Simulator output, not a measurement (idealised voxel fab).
Process module heading - voxel local oxidation
It is cross-section cut that appears here, measuring 160 nm in width, its square cells being 5 nm in size.
A cross-section is a grid of square cells, given in bands from the top down. A band is one or more rows of cells. It is stipulated that each band's entry specify, in nanometres, the height of the top of the band and then that of its bottom, followed by the materials of the band in left-to-right sequence, each together with its width in nanometres. A single material marked by the word "all across" is understood to fill the band from edge to edge; the word "air" is understood to denote empty space. Height is counted from the level 0, under which the received wafer is composed throughout of one material. The lowest of the bands is not closed at the bottom but continues downward, in the notation "0 nm and below". Note: "30->40" means the width goes from the first number (top row of the band) to the second number (bottom row) in equal steps per row of cells. No cell of the cross-section changed in a step that is given as "no change". Entry "Enclosed void catalog" = empty spaces >= 8 cells with no open way to the top; each as width x height at distance, distance from left edge, all nm. Note: text after step settings on the step line = simulator remark on that step. overlay nm: right-of-plan distance of the mask on a masked step; negative values mean left-of-plan.
## Steps planned for the process
1) RECEIVE (material Si)
2) CONFORMAL_DEP (material SiO2; thk nm 5)
3) CONFORMAL_DEP (material SiN; thk nm 15)
4) DIRECTIONAL_DEP (material aC; thk nm 15)
5) PATTERN (tone cover; mask id ACTIVE; material resist; width nm 100; thk nm 30; overlay nm 0)
6) DIRECTIONAL_ETCH (etch materials aC; depth nm 15)
7) STRIP (etch materials resist)
8) DIRECTIONAL_ETCH (etch materials SiN; depth nm 15)
9) STRIP (etch materials aC)
10) SELECTIVE_ETCH (etch materials SiO2; depth nm 5)
11) OXIDIZE (depth nm 10)
12) STRIP (etch materials SiN)
## First of two wafers, processed according to plan
## So this is the incoming wafer in cross-section - it's already been through step 1
  0 nm and below = Si all across
  Enclosed void catalog: none
## The following cross-section depicts the wafer upon completion of step 2
  5 nm to 0 nm = SiO2 all across
  Whatever lies below 0 is exactly as it was before.
## The following cross-section depicts the wafer upon completion of step 3
  20 nm to 5 nm = SiN all across
  Whatever lies below 5 is exactly as it was before.
## The following cross-section depicts the wafer upon completion of step 4
  35 nm to 20 nm = aC all across
  Whatever lies below 20 is exactly as it was before.
## The following cross-section depicts the wafer upon completion of step 5
  65 nm to 35 nm = 30 nm air, then 100 nm resist, then 30 nm air
  Whatever lies below 35 is exactly as it was before.
## The following cross-section depicts the wafer upon completion of step 6
  50 nm to 35 nm = 30 nm air, then 100 nm resist, then 30 nm air
  35 nm to 20 nm = 30 nm air, then 100 nm aC, then 30 nm air
  Whatever lies below 20 is exactly as it was before.
## The following cross-section depicts the wafer upon completion of step 7
  35 nm to 20 nm = 30 nm air, then 100 nm aC, then 30 nm air
  Whatever lies below 20 is exactly as it was before.
## The following cross-section depicts the wafer upon completion of step 8
  35 nm to 20 nm = 30 nm air, then 100 nm aC, then 30 nm air
  20 nm to 5 nm = 30 nm air, then 100 nm SiN, then 30 nm air
  Whatever lies below 5 is exactly as it was before.
## The following cross-section depicts the wafer upon completion of step 9
  20 nm to 5 nm = 30 nm air, then 100 nm SiN, then 30 nm air
  Whatever lies below 5 is exactly as it was before.
## The following cross-section depicts the wafer upon completion of step 10
  20 nm to 5 nm = 30 nm air, then 100 nm SiN, then 30 nm air
  5 nm to 0 nm = 35 nm air, then 90 nm SiO2, then 35 nm air
  Whatever lies below 0 is exactly as it was before.
## The following cross-section depicts the wafer upon completion of step 11
  20 nm to 5 nm = 30 nm air, then 100 nm SiN, then 30 nm air
  5 nm to 0 nm = 35 nm air, then 90 nm SiO2, then 35 nm air
  0 nm to -10 nm = 45 nm SiO2, then 70 nm Si, then 45 nm SiO2
  Whatever lies below -10 is exactly as it was before.
## The following cross-section depicts the wafer upon completion of step 12
  5 nm to 0 nm = 35 nm air, then 90 nm SiO2, then 35 nm air
  Whatever lies below 0 is exactly as it was before.
## Wafer two: like wafer one in start and plan, but with one mistake in execution; identical up to and including step 8
## What the second wafer looks like in cross-section when step 9 should have wrapped up
  35 nm to 20 nm = 30 nm air, then 100 nm aC, then 30 nm air
  20 nm to 5 nm = 30 nm air, then 100 nm SiN, then 30 nm air
  5 nm to 0 nm = 35 nm air, then 90 nm SiO2, then 35 nm air
  Whatever lies below 0 is exactly as it was before.
## What the second wafer looks like in cross-section when step 10 should have wrapped up
  20 nm to 5 nm = 30 nm air, then 100 nm SiN, then 30 nm air
  Whatever lies below 5 is exactly as it was before.
## What the second wafer looks like in cross-section when step 11 should have wrapped up
  20 nm to 5 nm = 30 nm air, then 100 nm SiN, then 30 nm air
  5 nm to 0 nm = 35 nm air, then 90 nm SiO2, then 35 nm air
  0 nm to -10 nm = 45 nm SiO2, then 70 nm Si, then 45 nm SiO2
  Whatever lies below -10 is exactly as it was before.
## What the second wafer looks like in cross-section when step 12 should have wrapped up
  5 nm to 0 nm = 35 nm air, then 90 nm SiO2, then 35 nm air
  Whatever lies below 0 is exactly as it was before.
Want to know what went wrong? contrary to the plan, steps 9 and 10 were processed in exchanged order
At process end the two wafers are indistinguishable in cross-section, so the error does not change what this model computes.
